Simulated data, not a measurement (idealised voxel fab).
Presented below is a process module, voxel gate over fins.
The figure presents cross-section cut, which has a width of 255 nm and is divided into square cells with an edge length of 5 nm.
Cross-section layout: square cells on a grid; listed as bands, top to bottom; a band spans one or more cell rows.
Top, bottom (nm), then materials left to right with widths (nm); lone material tagged "everywhere" fills the whole band edge to edge; "empty" = empty space.
We count height from 0. Below that, the starting wafer is all one material. The lowest band never ends at the bottom but goes on down; see "0 and below" for how that is written.
Note: "30..40" means the width goes from the first number (top row of the band) to the second number (bottom row) in equal steps per row of cells.
When a step is marked "remained the same", none of the cells in the cross-section changed during that step.
Reported under the label "Listed closed voids" are the empty spaces having no open way to the top and comprising 8 cells or more; the notation for each is width x height at distance, in which the distance is measured from the left edge and all three values are in nm.
Post-settings text on a step line: simulator's own remark regarding the step.
overlay nm: how far to the right of its planned place the mask lay on this masked step (negative: to the left).
## Intended process steps
1) RECEIVE [material Si]
2) CONFORMAL_DEP [material SiN] [thk nm 10]
3) PATTERN [tone cover] [mask id FINS] [material resist] [width nm 15] [pitch nm 35] [thk nm 15] [overlay nm 0]
4) DIRECTIONAL_ETCH [etch materials SiN] [depth nm 10]
5) DIRECTIONAL_ETCH [etch materials Si] [depth nm 30]
6) STRIP [etch materials resist]
7) FILL_DEP [material SiO2] [thk nm 5]
8) CMP [height nm 10]
9) SELECTIVE_ETCH [etch materials SiO2] [depth nm 25]
10) STRIP [etch materials SiN]
11) CONFORMAL_DEP [material HfO2] [thk nm 5]
12) CONFORMAL_DEP [material TiN] [thk nm 5]
13) CONFORMAL_DEP [material TiAl] [thk nm 5]
14) CONFORMAL_DEP [material TiN] [thk nm 5]
15) FILL_DEP [material W] [thk nm 15]
16) CMP [height nm 30]
17) CONFORMAL_DEP [material SiN] [thk nm 10]
## So this is the incoming wafer in cross-section - it's already been through step 1
> 0 and below = Si everywhere
> Listed closed voids: none
## Sectioned view, first of two wafers, at the close of the module, processed as intended in the plan
> 40 down to 30 = SiN everywhere
> 30 down to 20 = W everywhere
> 20 down to 15 = 45 W, 160 TiN, 50 W
> 15 down to 10 = 45 W, 5 TiN, 150 TiAl, 5 TiN, 50 W
> 10 down to 5 = 45 W, 5 TiN, 5 TiAl, 140 TiN, 5 TiAl, 5 TiN, 50 W
> 5 down to 0 = 50 TiN, 5 TiAl, 5 TiN, 25 HfO2, 10 TiN, 25 HfO2, 10 TiN, 25 HfO2, 10 TiN, 25 HfO2, 5 TiN, 5 TiAl, 55 TiN
> 0 down to -5 = 55 TiAl, 5 TiN, 5 HfO2, 15 Si, 5 HfO2, 10 TiN, 5 HfO2, 15 Si, 5 HfO2, 10 TiN, 5 HfO2, 15 Si, 5 HfO2, 10 TiN, 5 HfO2, 15 Si, 5 HfO2, 5 TiN, 60 TiAl
> -5 down to -10 = 60 TiN, 5 HfO2, 15 Si, 5 HfO2, 10 TiN, 5 HfO2, 15 Si, 5 HfO2, 10 TiN, 5 HfO2, 15 Si, 5 HfO2, 10 TiN, 5 HfO2, 15 Si, 5 HfO2, 65 TiN
> -10 down to -15 = 65 HfO2, 15 Si, 20 HfO2, 15 Si, 20 HfO2, 15 Si, 20 HfO2, 15 Si, 70 HfO2
> -15 down to -30 = 65 SiO2, 15 Si, 20 SiO2, 15 Si, 20 SiO2, 15 Si, 20 SiO2, 15 Si, 70 SiO2
> -30 and below = Si everywhere
> Listed closed voids: none
## Cross-section at end of module for the second wafer of two, which matched the first in starting point and plan and differed by one mistake in its processing
> 40 down to 30 = SiN everywhere
> 30 down to 20 = HfO2 everywhere
> 20 down to 15 = 45 HfO2, 160 TiN, 50 HfO2
> 15 down to 10 = 45 HfO2, 5 TiN, 150 TiAl, 5 TiN, 50 HfO2
> 10 down to 5 = 45 HfO2, 5 TiN, 5 TiAl, 140 TiN, 5 TiAl, 5 TiN, 50 HfO2
> 5 down to 0 = 50 TiN, 5 TiAl, 5 TiN, 25 HfO2, 10 TiN, 25 HfO2, 10 TiN, 25 HfO2, 10 TiN, 25 HfO2, 5 TiN, 5 TiAl, 55 TiN
> 0 down to -5 = 55 TiAl, 5 TiN, 5 HfO2, 15 Si, 5 HfO2, 10 TiN, 5 HfO2, 15 Si, 5 HfO2, 10 TiN, 5 HfO2, 15 Si, 5 HfO2, 10 TiN, 5 HfO2, 15 Si, 5 HfO2, 5 TiN, 60 TiAl
> -5 down to -10 = 60 TiN, 5 HfO2, 15 Si, 5 HfO2, 10 TiN, 5 HfO2, 15 Si, 5 HfO2, 10 TiN, 5 HfO2, 15 Si, 5 HfO2, 10 TiN, 5 HfO2, 15 Si, 5 HfO2, 65 TiN
> -10 down to -15 = 65 HfO2, 15 Si, 20 HfO2, 15 Si, 20 HfO2, 15 Si, 20 HfO2, 15 Si, 70 HfO2
> -15 down to -30 = 65 SiO2, 15 Si, 20 SiO2, 15 Si, 20 SiO2, 15 Si, 20 SiO2, 15 Si, 70 SiO2
> -30 and below = Si everywhere
> Listed closed voids: none
Finding, execution versus plan: in deviation from the planned setting, step 15 was conducted as FILL_DEP [material HfO2] [thk nm 15]
Final tally in cells, some materials are higher or lower on the second wafer than on the first: HfO2 +159, W -159
